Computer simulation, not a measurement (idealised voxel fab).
process module | voxel self aligned vias
cross-section cut | 285 nm wide | cells 5 nm
A cross-section is a grid of square cells, given in bands from the top down. A band is one or more rows of cells.
Each band's line starts with the height of the band's top and of its bottom, in nm. Then come its materials from left to right, each with its width in nm. One material with "throughout" fills the band from edge to edge. "air" is empty space.
Height 0 is the level under which the wafer as received is all one material. The lowest band goes on downwards, as in "0 down".
A width such as "30 to 40" changes by the same amount from each row of cells to the next, from the band's top row to its bottom row.
"no change" after a step means that no cell of the cross-section changed.
closed voids: empty space of 8 cells or more with no open way to the top, each as width x height at its distance from the left edge, in nm
after a step's settings: what the simulator itself notes on the step
overlay nm, on a step with a mask: how far to the right of its planned place the mask lay; to the left if negative
plan
1 op RECEIVE | material Si
2 op CONFORMAL_DEP | material SiO2 | thk nm 15
3 op CONFORMAL_DEP | material SiCN | thk nm 5
4 op DIRECTIONAL_DEP | material lowk | thk nm 25
5 op MASKED_ETCH | tone open | mask id LINES | width nm 30 | pitch nm 60 | etch materials lowk | depth nm 25 | overlay nm 0
6 op CONFORMAL_DEP | material TiN | thk nm 5
7 op FILL_DEP | material W | thk nm 10
8 op CMP | height nm 45
9 op SELECTIVE_ETCH | etch materials W Ru TiN | depth nm 5
10 op FILL_DEP | material SiN | thk nm 5
11 op CMP | height nm 45
12 op DIRECTIONAL_DEP | material lowk | thk nm 20
13 op MASKED_ETCH | tone open | mask id VIAS | width nm 40 | pitch nm 60 | etch materials lowk | depth nm 20 | overlay nm 0
14 op MASKED_ETCH | tone open | mask id VIAS | width nm 40 | pitch nm 60 | etch materials SiN | depth nm 5 | overlay nm 0
15 op CONFORMAL_DEP | material TiN | thk nm 5
16 op FILL_DEP | material Cu | thk nm 5
17 op CMP | height nm 65
18 op CONFORMAL_DEP | material SiCN | thk nm 5
as received, after step 1
  0 down: Si throughout
  closed voids: none
first wafer at the end, as planned
  70 to 65: SiCN throughout
  65 to 50: lowk 60 | TiN 5 | Cu 30 | TiN 5 | lowk 20 | TiN 5 | Cu 30 | TiN 5 | lowk 20 | TiN 5 | Cu 30 | TiN 5 | lowk 65
  50 to 45: lowk 60 | TiN 10 | Cu 20 | TiN 10 | lowk 20 | TiN 10 | Cu 20 | TiN 10 | lowk 20 | TiN 10 | Cu 20 | TiN 10 | lowk 65
  45 to 40: lowk 65 | TiN 30 | lowk 30 | TiN 30 | lowk 30 | TiN 30 | lowk 70
  40 to 25: lowk 65 | TiN 5 | W 20 | TiN 5 | lowk 30 | TiN 5 | W 20 | TiN 5 | lowk 30 | TiN 5 | W 20 | TiN 5 | lowk 70
  25 to 20: lowk 65 | TiN 30 | lowk 30 | TiN 30 | lowk 30 | TiN 30 | lowk 70
  20 to 15: SiCN throughout
  15 to 0: SiO2 throughout
  0 down: Si throughout
  closed voids: none
second wafer at the end: like start, like plan, one mistake
  70 to 65: SiCN throughout
  65 to 45: lowk 60 | TiN 5 | Cu 30 | TiN 5 | lowk 20 | TiN 5 | Cu 30 | TiN 5 | lowk 20 | TiN 5 | Cu 30 | TiN 5 | lowk 65
  45 to 40: lowk 60 | TiN 40 | lowk 20 | TiN 40 | lowk 20 | TiN 40 | lowk 65
  40 to 25: lowk 60 | TiN 5 | W 30 | TiN 5 | lowk 20 | TiN 5 | W 30 | TiN 5 | lowk 20 | TiN 5 | W 30 | TiN 5 | lowk 65
  25 to 20: lowk 60 | TiN 40 | lowk 20 | TiN 40 | lowk 20 | TiN 40 | lowk 65
  20 to 15: SiCN throughout
  15 to 0: SiO2 throughout
  0 down: Si throughout
  closed voids: none
what went wrong: step 5 ran as: op MASKED_ETCH | tone open | mask id LINES | width nm 40 | pitch nm 60 | etch materials lowk | depth nm 25 | overlay nm 0
at the end the second wafer has, in cells: 6 more of Cu | 6 more of TiN | 18 more of W | 30 fewer of lowk
